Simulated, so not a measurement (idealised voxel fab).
The process module that follows is named voxel wiring stack.
Cross-section cut: width 295 nm, square cells of 5 nm.
A cross-section is written here as square cells arranged in a grid, and it is given in bands from the top down, each band taking up one or more rows of cells. For a band, the entry starts with two heights in nm, that of the top and then that of the bottom, and carries on with the band's materials in order from left to right, each alongside its width in nm; the word "all across" beside a single material means it fills the band edge to edge, and "air" means empty space. Convention: height 0 is the level below which the wafer, as received, is all one material. The lowest band does not terminate at the bottom but continues downward, represented as "z 0 and below". So if you see something like "30->40" for the width, read it as the top row of the band sitting at the first number and the bottom row at the second, with every row in between moving by the same amount as the last. You'll sometimes find "same as before" written for a step, and that's the way of saying that nowhere in the cross-section did a cell change during that step. So "Sealed-off cavities" is basically the list of trapped voids: any empty space of 8 cells or more that can't reach the top through an opening. They're written width x height at distance, the distance being from the left edge, and it's all nm. Whatever follows a step's settings on its line is a remark the simulator itself makes about that step. overlay nm: on a step with a mask, how far right of its planned place the mask lay; negative means left.

**The following list gives the planned process steps**
| 1 | RECEIVE,material Si |
| 2 | CONFORMAL_DEP,material SiO2,thk nm 10 |
| 3 | DIRECTIONAL_DEP,material TiN,thk nm 5 |
| 4 | DIRECTIONAL_DEP,material Ru,thk nm 20 |
| 5 | PATTERN,tone cover,mask id METAL_1,material resist,width nm 30,pitch nm 50,thk nm 15,overlay nm 0 |
| 6 | DIRECTIONAL_ETCH,etch materials Ru,depth nm 20 |
| 7 | DIRECTIONAL_ETCH,etch materials TiN,depth nm 5 |
| 8 | STRIP,etch materials resist |
| 9 | FILL_DEP,material lowk,thk nm 10 |
| 10 | CMP,height nm 35 |
| 11 | CONFORMAL_DEP,material SiCN,thk nm 5 |
| 12 | DIRECTIONAL_DEP,material lowk,thk nm 20 |
| 13 | PATTERN,tone open,mask id PLUG_1,material resist,width nm 15,pitch nm 50,thk nm 20,overlay nm 0 |
| 14 | DIRECTIONAL_ETCH,etch materials lowk,depth nm 20 |
| 15 | DIRECTIONAL_ETCH,etch materials SiCN,depth nm 5 |
| 16 | STRIP,etch materials resist |
| 17 | EPI,material Ru,thk nm 10 |
| 18 | EPI,material Ru,thk nm 10 |
| 19 | EPI,material Ru,thk nm 5 |
| 20 | DIRECTIONAL_DEP,material TiN,thk nm 5 |
| 21 | DIRECTIONAL_DEP,material W,thk nm 20 |
| 22 | MASKED_ETCH,tone cover,mask id METAL_2,width nm 30,pitch nm 50,etch materials W,depth nm 20,overlay nm 0 |
| 23 | MASKED_ETCH,tone cover,mask id METAL_2,width nm 30,pitch nm 50,etch materials TiN,depth nm 5,overlay nm -15 |
| 24 | CONFORMAL_DEP,material SiN,thk nm 5 |
| 25 | FILL_DEP,material SiO2,thk nm 10 |
| 26 | CMP,height nm 85 |
| 27 | CONFORMAL_DEP,material SiCN,thk nm 5 |
For clarity, it should be stated that the wafers under discussion commence in an identical condition and differ with respect to the overlay nm of step 23, the plan indicating the value that the first wafer had.

**First wafer of several, as received: cross-section after step 1**
* z 0 and below | Si all across
* Sealed-off cavities: none

**Wafer rows, end of module: cells per material gained (+) or lost (-) since receipt; closed voids last**
overlay nm -15, +117 Ru, +109 SiCN, +63 SiN, +251 SiO2, +45 TiN, +72 W, +405 lowk, Sealed-off cavities: none
overlay nm -10, +117 Ru, +109 SiCN, +65 SiN, +252 SiO2, +42 TiN, +72 W, +405 lowk, Sealed-off cavities: none
overlay nm -5, +117 Ru, +109 SiCN, +65 SiN, +255 SiO2, +39 TiN, +72 W, +405 lowk, Sealed-off cavities: none
overlay nm 0, +117 Ru, +109 SiCN, +65 SiN, +258 SiO2, +36 TiN, +72 W, +405 lowk, Sealed-off cavities: none
overlay nm 5, +117 Ru, +109 SiCN, +65 SiN, +255 SiO2, +39 TiN, +72 W, +405 lowk, Sealed-off cavities: none
overlay nm 10, +117 Ru, +109 SiCN, +65 SiN, +252 SiO2, +42 TiN, +72 W, +405 lowk, Sealed-off cavities: none
overlay nm 15, +117 Ru, +109 SiCN, +63 SiN, +251 SiO2, +45 TiN, +72 W, +405 lowk, Sealed-off cavities: none
